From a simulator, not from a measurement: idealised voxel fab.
process module | voxel wiring stack
cross-section cut | 230 nm wide | cells 5 nm
A cross-section is a grid of square cells, given in bands from the top down. A band is one or more rows of cells.
Each band's line starts with the height of the band's top and of its bottom, in nm. Then come its materials from left to right, each with its width in nm. One material with "throughout" fills the band from edge to edge. "air" is empty space.
Height 0 is the level under which the wafer as received is all one material. The lowest band goes on downwards, as in "0 down".
A width such as "30 to 40" changes by the same amount from each row of cells to the next, from the band's top row to its bottom row.
"no change" after a step means that no cell of the cross-section changed.
closed voids: empty space of 8 cells or more with no open way to the top, each as width x height at its distance from the left edge, in nm
after a step's settings: what the simulator itself notes on the step
overlay nm, on a step with a mask: how far to the right of its planned place the mask lay; to the left if negative
plan
1 op RECEIVE | material Si
2 op CONFORMAL_DEP | material SiO2 | thk nm 10
3 op DIRECTIONAL_DEP | material TiN | thk nm 5
4 op DIRECTIONAL_DEP | material Ru | thk nm 25
5 op MASKED_ETCH | tone cover | mask id METAL_1 | width nm 25 | pitch nm 40 | etch materials Ru | depth nm 25 | overlay nm 0
6 op MASKED_ETCH | tone cover | mask id METAL_1 | width nm 25 | pitch nm 40 | etch materials TiN | depth nm 5 | overlay nm 0
7 op CONFORMAL_DEP | material SiN | thk nm 5
8 op FILL_DEP | material lowk | thk nm 10
9 op CMP | height nm 40
10 op CONFORMAL_DEP | material SiCN | thk nm 5
11 op DIRECTIONAL_DEP | material SiO2 | thk nm 15
12 op DIRECTIONAL_DEP | material aC | thk nm 15
13 op PATTERN | tone open | mask id PLUG_1 | material resist | width nm 15 | pitch nm 80 | thk nm 35 | overlay nm 0
14 op DIRECTIONAL_ETCH | etch materials aC | depth nm 15
15 op STRIP | etch materials resist
16 op DIRECTIONAL_ETCH | etch materials SiO2 | depth nm 15
17 op DIRECTIONAL_ETCH | etch materials SiCN | depth nm 5
18 op STRIP | etch materials aC
19 op CONFORMAL_DEP | material TiN | thk nm 5
20 op FILL_DEP | material Ru | thk nm 5
21 op CMP | height nm 60
22 op DIRECTIONAL_DEP | material TiN | thk nm 5
23 op DIRECTIONAL_DEP | material Ru | thk nm 20
24 op MASKED_ETCH | tone cover | mask id METAL_2 | width nm 25 | pitch nm 40 | etch materials Ru | depth nm 20 | overlay nm 0
25 op MASKED_ETCH | tone cover | mask id METAL_2 | width nm 25 | pitch nm 40 | etch materials TiN | depth nm 5 | overlay nm 0
26 op CONFORMAL_DEP | material SiN | thk nm 5
27 op FILL_DEP | material lowk | thk nm 10
28 op CMP | height nm 85
29 op CONFORMAL_DEP | material SiCN | thk nm 5
as received, after step 1
  0 down: Si throughout
  closed voids: none
a wafer at the end: this start, this plan, one mistake
  90 to 85: SiCN throughout
  85 to 65: lowk 35 | SiN 5 | Ru 25 | SiN 5 | lowk 5 | SiN 5 | Ru 25 | SiN 5 | lowk 5 | SiN 5 | Ru 25 | SiN 5 | lowk 5 | SiN 5 | Ru 25 | SiN 5 | lowk 40
  65 to 60: SiN 40 | TiN 25 | SiN 15 | TiN 25 | SiN 15 | TiN 25 | SiN 15 | TiN 25 | SiN 45
  60 to 45: SiO2 40 | TiN 5 | Ru 5 | TiN 5 | SiO2 65 | TiN 5 | Ru 5 | TiN 5 | SiO2 95
  45 to 40: SiCN 40 | TiN 15 | SiCN 65 | TiN 15 | SiCN 95
  40 to 35: lowk 35 | SiN 35 | lowk 5 | SiN 35 | lowk 5 | SiN 35 | lowk 5 | SiN 35 | lowk 40
  35 to 10: lowk 35 | SiN 5 | Ru 25 | SiN 5 | lowk 5 | SiN 5 | Ru 25 | SiN 5 | lowk 5 | SiN 5 | Ru 25 | SiN 5 | lowk 5 | SiN 5 | Ru 25 | SiN 5 | lowk 40
  10 to 5: SiN 40 | TiN 25 | SiN 15 | TiN 25 | SiN 15 | TiN 25 | SiN 15 | TiN 25 | SiN 45
  5 to 0: SiO2 throughout
  0 down: Si throughout
  closed voids: none
what went wrong: step 2 ran as: op CONFORMAL_DEP | material SiO2 | thk nm 5
